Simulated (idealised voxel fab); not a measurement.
process module | voxel spacer lines
cross-section cut | 220 nm wide | cells 5 nm
A cross-section is a grid of square cells, given in bands from the top down. A band is one or more rows of cells.
Each band's line starts with the height of the band's top and of its bottom, in nm. Then come its materials from left to right, each with its width in nm. One material with "throughout" fills the band from edge to edge. "air" is empty space.
Height 0 is the level under which the wafer as received is all one material. The lowest band goes on downwards, as in "0 down".
A width such as "30 to 40" changes by the same amount from each row of cells to the next, from the band's top row to its bottom row.
"no change" after a step means that no cell of the cross-section changed.
closed voids: empty space of 8 cells or more with no open way to the top, each as width x height at its distance from the left edge, in nm
after a step's settings: what the simulator itself notes on the step
overlay nm, on a step with a mask: how far to the right of its planned place the mask lay; to the left if negative
plan
1 op RECEIVE | material Si
2 op CONFORMAL_DEP | material Al2O3 | thk nm 10
3 op DIRECTIONAL_DEP | material SiN | thk nm 10
4 op DIRECTIONAL_DEP | material aC | thk nm 25
5 op PATTERN | tone cover | mask id MANDREL | material resist | width nm 15 | pitch nm 60 | thk nm 30 | overlay nm 0
6 op DIRECTIONAL_ETCH | etch materials aC | depth nm 25
7 op STRIP | etch materials resist
8 op CONFORMAL_DEP | material SiO2 | thk nm 15
9 op DIRECTIONAL_ETCH | etch materials SiO2 | depth nm 15
10 op STRIP | etch materials aC
11 op DIRECTIONAL_ETCH | etch materials SiN | depth nm 10
12 op STRIP | etch materials SiO2
13 op FILL_DEP | material SiO2 | thk nm 5
14 op CMP | height nm 20
as received, after step 1
  0 down: Si throughout
  closed voids: none
first wafer at the end, as planned
  20 to 10: SiO2 25 | SiN 15 | SiO2 15 | SiN 15 | SiO2 15 | SiN 15 | SiO2 15 | SiN 15 | SiO2 15 | SiN 15 | SiO2 15 | SiN 15 | SiO2 30
  10 to 0: Al2O3 throughout
  0 down: Si throughout
  closed voids: none
second wafer at the end: like start, like plan, one mistake
  10 to 0: Al2O3 throughout
  0 down: Si throughout
  closed voids: none
what went wrong: step 14 ran as: op CMP | height nm 10
at the end the second wafer has, in cells: 36 fewer of SiN | 52 fewer of SiO2
